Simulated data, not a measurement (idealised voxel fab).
Proc. module: voxel self aligned vias
Square cells of 5 nm make up the cross-section cut, whose width is 240 nm.
Format of a cross-section: grid, square cells. Given as bands. Order: top down. Band: one or more rows of cells.
Heads up on the band format: heights come first, top then bottom, in nm. After that it's the materials left to right, each with its width in nm. A single material flagged "everywhere" fills the whole band edge to edge, and "air" means there's empty space there.
Zero point of the height axis is 0; under it, received wafer = one material. Lowest band: continues down indefinitely, "z 0 and below".
The width entry "30 to 40" should be interpreted row by row: the top row of cells in the band takes the first number, the bottom row takes the second number, and the change between adjacent rows is uniform throughout.
Any step labelled "left unchanged" changed none of the cells in the cross-section.
Under "Encapsulated voids" you'll find the enclosed gaps, the ones with no way out to the top, that are 8 cells or bigger; each reads width x height at distance, with distance counted from the left edge, everything in nm.
Read whatever lies past the settings on a step's line as the simulator's own remark about the step.
A step's line can hold "overlay nm"; with a mask on that step, the setting says how far right of the planned place the mask lay, while a negative setting says it lay to the left.
Intended process steps:
- 1: RECEIVE [material Si]
- 2: CONFORMAL_DEP [material SiO2] [thk nm 15]
- 3: CONFORMAL_DEP [material SiCN] [thk nm 5]
- 4: DIRECTIONAL_DEP [material SiO2] [thk nm 20]
- 5: DIRECTIONAL_DEP [material aC] [thk nm 10]
- 6: PATTERN [tone open] [mask id LINES] [material resist] [width nm 25] [pitch nm 55] [thk nm 30] [overlay nm 0]
- 7: DIRECTIONAL_ETCH [etch materials aC] [depth nm 10]
- 8: STRIP [etch materials resist]
- 9: DIRECTIONAL_ETCH [etch materials SiO2] [depth nm 20]
- 10: STRIP [etch materials aC]
- 11: CONFORMAL_DEP [material TiN] [thk nm 5]
- 12: FILL_DEP [material W] [thk nm 5]
- 13: CMP [height nm 40]
- 14: SELECTIVE_ETCH [etch materials W Ru TiN] [depth nm 5]
- 15: FILL_DEP [material SiN] [thk nm 5]
- 16: CMP [height nm 40]
- 17: DIRECTIONAL_DEP [material SiO2] [thk nm 20]
- 18: DIRECTIONAL_DEP [material aC] [thk nm 10]
- 19: PATTERN [tone open] [mask id VIAS] [material resist] [width nm 35] [pitch nm 55] [thk nm 25] [overlay nm 0]
- 20: DIRECTIONAL_ETCH [etch materials aC] [depth nm 10]
- 21: STRIP [etch materials resist]
- 22: DIRECTIONAL_ETCH [etch materials SiO2] [depth nm 20]
- 23: DIRECTIONAL_ETCH [etch materials SiN] [depth nm 5]
- 24: STRIP [etch materials aC]
- 25: CONFORMAL_DEP [material TiN] [thk nm 5]
- 26: FILL_DEP [material Ru] [thk nm 5]
- 27: CMP [height nm 60]
- 28: CONFORMAL_DEP [material SiN] [thk nm 5]
Received-state cross-section, reflecting completion of step 1:
	z 0 and below | Si everywhere
	Encapsulated voids: none
The cross-section shown corresponds to the wafer at the conclusion of the module. The initial structure and the process plan are those presented above; however, one mistake occurred in executing the plan:
	z 65 to 60 | SiN everywhere
	z 60 to 45 | 75 nm SiO2, 5 nm TiN, 25 nm Ru, 5 nm TiN, 20 nm SiO2, 5 nm TiN, 25 nm Ru, 5 nm TiN, 75 nm SiO2
	z 45 to 40 | 75 nm SiO2, 35 nm TiN, 20 nm SiO2, 35 nm TiN, 75 nm SiO2
	z 40 to 35 | SiCN everywhere
	z 35 to 0 | SiO2 everywhere
	z 0 and below | Si everywhere
	Encapsulated voids: none
What was the processing mistake? the processing plan was not followed for steps 3 and 4, which were run with their positions exchanged
